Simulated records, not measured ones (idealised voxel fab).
The document below concerns the process module designated voxel quadruple lines.
The cross-section shown here is cut; it is 215 nm wide and divided into square cells measuring 5 nm on a side.
The cross-sections in this document take the form of a grid made of square cells. They are written out as bands, in order from top to bottom. Each band consists of one or more rows of cells.
Heads up on the band format: heights come first, top then bottom, in nm. After that it's the materials left to right, each with its width in nm. A single material flagged "all across" fills the whole band edge to edge, and "air" means there's empty space there.
Height is counted from the level 0, under which the received wafer is composed throughout of one material. The lowest of the bands is not closed at the bottom but continues downward, in the notation "0 nm and below".
Think of "30..40" as a width that walks from the first number to the second as you go down the band, top row to bottom row, taking equal-sized steps from row to row.
"left unchanged", as given for a step, is the statement that not any cell of the cross-section underwent a change during that step.
Any empty space of 8 cells or more lacking an open way to the top shows up in "Unvented voids" as width x height at distance, distance from the left edge, in nm.
Heads up: the bit after the settings on a step's line is the simulator's remark on that step.
When a step includes a mask, the "overlay nm" setting on its line states how far to the right of its planned place that mask lay, and negative values state how far to the left.
[Process steps foreseen in the plan]
1: RECEIVE with material Si
2: CONFORMAL_DEP with material SiO2, thk nm 5
3: DIRECTIONAL_DEP with material TiN, thk nm 15
4: DIRECTIONAL_DEP with material polySi, thk nm 15
5: DIRECTIONAL_DEP with material aC, thk nm 25
6: PATTERN with tone cover, mask id MANDREL, material resist, width nm 35, thk nm 35, overlay nm 0
7: DIRECTIONAL_ETCH with etch materials aC, depth nm 25
8: STRIP with etch materials resist
9: CONFORMAL_DEP with material SiO2, thk nm 15
10: DIRECTIONAL_ETCH with etch materials SiO2, depth nm 15
11: STRIP with etch materials aC
12: DIRECTIONAL_ETCH with etch materials polySi, depth nm 15
13: STRIP with etch materials SiO2
14: CONFORMAL_DEP with material SiCN, thk nm 10
15: DIRECTIONAL_ETCH with etch materials SiCN, depth nm 10
16: STRIP with etch materials polySi
17: DIRECTIONAL_ETCH with etch materials TiN, depth nm 15
18: STRIP with etch materials SiCN
19: FILL_DEP with material lowk, thk nm 10
20: CMP with height nm 20
[Wafer cross-section on receipt, i.e. after step 1]
	0 nm and below: Si all across
	Unvented voids: none
[Cross-sectional result after module completion. Note: starting condition and plan are unchanged from above; one processing mistake was made]
	20 nm to 5 nm: lowk all across
	5 nm to 0 nm: SiO2 all across
	0 nm and below: Si all across
	Unvented voids: none
It is concluded that the wafer was processed incorrectly with respect to the plan, in that off-plan run, step 3, actual operation and settings DIRECTIONAL_DEP with material lowk, thk nm 15
